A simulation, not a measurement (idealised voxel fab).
Process module in this document: voxel released beams
The width of the displayed cross-section, cut, is 255 nm; its cells are square, with a size of 5 nm.
A cross-section in this document is a grid of square cells, and it is written down as bands, the top band listed before the ones below it; a band is made up of one or more rows of cells. Read a band's entry like this: the first values are the height of its top and the height of its bottom in nm, and what follows is the sequence of materials from left to right, each with its width in nm. Note that "air" is empty space, and that a single material marked "full width" reaches across the band from edge to edge. Note: height 0 marks the level under which the wafer is uniformly one material as received. Lowest band unbounded below, written "z 0 and below". Per-row width for "30 to 40": begins at first number (top row of band), ends at second number (bottom row), increment between rows held constant. A step reported as "remained the same" is a step in which no cell of the cross-section changed. Empty spaces without an open route to the top, at least 8 cells in extent, make up the entry "Closed internal voids"; each is given as width x height at distance, where the distance is measured from the left edge, and all are in nm. The remark found on a step's line after its settings is issued by the simulator itself and pertains to that step. Regarding "overlay nm": on a step with a mask, it is the distance the mask lay to the right of its planned place; a negative value places it to the left.
-- Planned process steps
| 1 | RECEIVE, material Si |
| 2 | CONFORMAL_DEP, material Al2O3, thk nm 5 |
| 3 | DIRECTIONAL_DEP, material SiO2, thk nm 15 |
| 4 | MASKED_ETCH, tone open, mask id ANCHOR, width nm 35, etch materials SiO2, depth nm 15, overlay nm 0 |
| 5 | CONFORMAL_DEP, material W, thk nm 10 |
| 6 | DIRECTIONAL_DEP, material aC, thk nm 5 |
| 7 | PATTERN, tone cover, mask id BEAM, material resist, width nm 95, thk nm 30, overlay nm 0 |
| 8 | DIRECTIONAL_ETCH, etch materials aC, depth nm 10 |
| 9 | STRIP, etch materials resist |
| 10 | DIRECTIONAL_ETCH, etch materials W, depth nm 10 |
| 11 | STRIP, etch materials aC |
| 12 | STRIP, etch materials SiO2 |
Same starting wafers, different thk nm at step 6. Plan value belongs to the first wafer.
-- Cross-section of the first incoming wafer of several, state after step 1
	z 0 and below  Si full width
	Closed internal voids: none
-- Below: a row per wafer. Contents at end of module: for every material, cells gained since receipt (+) or lost since receipt (-); then closed voids
thk nm 5; +51 Al2O3; +50 W; Closed internal voids: none
thk nm 10; +51 Al2O3; +50 W; Closed internal voids: none
thk nm 15; +51 Al2O3; +132 SiO2; +114 W; Closed internal voids: none
thk nm 20; +51 Al2O3; +132 SiO2; +114 W; Closed internal voids: none
thk nm 25; +51 Al2O3; +132 SiO2; +114 W; Closed internal voids: none
